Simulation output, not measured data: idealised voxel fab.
The following process module bears the name voxel spacer lines.
Each square cell in cross-section cut measures 5 nm, and the section as a whole is 250 nm wide.
Think of the cross-section as a grid of square cells. We describe it in bands, top to bottom, and each band covers one or more rows of those cells. Per band: top height and bottom height in nm, followed by the left-to-right materials and their widths in nm; "full width" marks a single material spanning edge to edge, "blank" marks empty space. For the purposes of this specification, 0 denotes the height below which the wafer in its as-received condition is composed wholly of one material, and the lowermost band, lacking a lower limit, extends downward without end, as expressed in "0 -> down". Top row gets the first number, bottom row gets the second, and each row in between changes by the same step: that is how a band width like "30->40" works. Given "no modification" for a step, no cell of the cross-section differs between before and after that step. "Enclosed empty spaces": sealed empty spaces, 8 cells or more, no open way to top, listed width x height at distance, with distance from the left edge and width, height and distance in nm. Text after the settings on a step's line: the simulator's own remark on that step. On any step carrying a mask, the "overlay nm" setting, if present on the step's line, tells how far right of its planned place the mask lay; negative values point to the left.
-- Set out below are the planned steps of the process
1. RECEIVE, material Si
2. CONFORMAL_DEP, material Al2O3, thk nm 5
3. DIRECTIONAL_DEP, material W, thk nm 10
4. DIRECTIONAL_DEP, material polySi, thk nm 20
5. PATTERN, tone cover, mask id MANDREL, material resist, width nm 20, pitch nm 60, thk nm 25, overlay nm 0
6. DIRECTIONAL_ETCH, etch materials polySi, depth nm 20
7. STRIP, etch materials resist
8. CONFORMAL_DEP, material SiO2, thk nm 10
9. DIRECTIONAL_ETCH, etch materials SiO2, depth nm 10
10. STRIP, etch materials polySi
11. DIRECTIONAL_ETCH, etch materials W, depth nm 10
12. STRIP, etch materials SiO2
-- Shown in cross-section is the wafer as received, that is, as it stands after step 1
    0 -> down | Si full width
    Enclosed empty spaces: none
-- The first of the two wafers as seen in cross-section once the module was finished; processing followed the plan
    15 -> 5 | blank 75, W 10, blank 20, W 10, blank 20, W 10, blank 20, W 10, blank 75
    5 -> 0 | Al2O3 full width
    0 -> down | Si full width
    Enclosed empty spaces: none
-- Wafer two (of two), end-of-module cross-section: start = wafer one, plan = wafer one, one run mistake
    15 -> 5 | blank 85, W 20, blank 40, W 20, blank 85
    5 -> 0 | Al2O3 full width
    0 -> down | Si full width
    Enclosed empty spaces: none
Nonconformance to the process plan: the process deviated at step 5: the operation and settings actually run there were PATTERN, tone open, mask id MANDREL, material resist, width nm 20, pitch nm 60, thk nm 25, overlay nm 0
At the end, each material covers as many cells on the second wafer as it does on the first, though the cells it covers are elsewhere.
